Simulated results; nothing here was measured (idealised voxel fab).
voxel air gaps: a process module
Cross-section cut spans 295 nm and uses square cells 5 nm in size.
For the purposes of this document, a cross-section shall be understood as a grid of square cells, specified as bands listed in top-to-bottom order, each band consisting of one or more rows of cells.
The entry gives the band's vertical extent as a top height and a bottom height in nm, then its horizontal make-up as materials from left to right, each with a width in nm. "blank" stands for empty space; a single material marked "full width" fills the band edge to edge.
Below 0: as-received wafer, all one material; heights counted from there. Lowest band: no bottom, goes on down, written "from 0 down".
It should be noted that a width expressed as "30..40" varies in equal increments from row to row of cells within the band, taking the value of the first number at the top row and that of the second number at the bottom row.
The designation "identical to before", where it is given for a processing step, indicates that no cell of the cross-section was altered in the course of that step.
"Fully sealed cavities" specifies each empty space that is not open to the top and that occupies no fewer than 8 cells, using the form width x height at distance, the distance measured from the left edge and all three quantities in nm.
Text after the settings on a step's line: the simulator's own remark on that step.
If you see "overlay nm" on a step's line and that step has a mask, it's telling you how far right of where it was planned the mask ended up; a negative number means it went left instead.
HERE'S WHAT THE PLANNED PROCESS STEPS LOOK LIKE
1. RECEIVE with material Si
2. CONFORMAL_DEP with material SiO2, thk nm 15
3. CONFORMAL_DEP with material SiCN, thk nm 5
4. DIRECTIONAL_DEP with material SiO2, thk nm 40
5. DIRECTIONAL_DEP with material aC, thk nm 10
6. PATTERN with tone open, mask id LINES, material resist, width nm 15, pitch nm 45, thk nm 30, overlay nm 0
7. DIRECTIONAL_ETCH with etch materials aC, depth nm 10
8. STRIP with etch materials resist
9. DIRECTIONAL_ETCH with etch materials SiO2, depth nm 40
10. STRIP with etch materials aC
11. CONFORMAL_DEP with material TiN, thk nm 5
12. FILL_DEP with material W, thk nm 5
13. CMP with height nm 60
14. EPI with material Ru, thk nm 10
15. SELECTIVE_ETCH with etch materials SiO2, depth nm 50
16. CONFORMAL_DEP with material SiCN, thk nm 5
CROSS-SECTION, INCOMING MATERIAL, AFTER STEP 1
* from 0 down = Si full width
* Fully sealed cavities: none
FIGURE: CROSS-SECTIONAL VIEW OF THE WAFER UPON COMPLETION OF THE MODULE, PROCESSED FROM THE INITIAL STATE AND ACCORDING TO THE PLAN DEPICTED ABOVE, WITH ONE ERROR INTRODUCED DURING EXECUTION
* from 75 to 70 = SiCN full width
* from 70 to 60 = Ru full width
* from 60 to 25 = 90 of W  5 of TiN  15 of SiO2  5 of TiN  20 of W  5 of TiN  15 of SiO2  5 of TiN  20 of W  5 of TiN  15 of SiO2  5 of TiN  90 of W
* from 25 to 20 = 95 of TiN  15 of SiO2  30 of TiN  15 of SiO2  30 of TiN  15 of SiO2  95 of TiN
* from 20 to 15 = SiCN full width
* from 15 to 0 = SiO2 full width
* from 0 down = Si full width
* Fully sealed cavities: none
What was the processing mistake? for step 6, the planned setting was not used; the step was instead run as PATTERN with tone cover, mask id LINES, material resist, width nm 15, pitch nm 45, thk nm 30, overlay nm 0
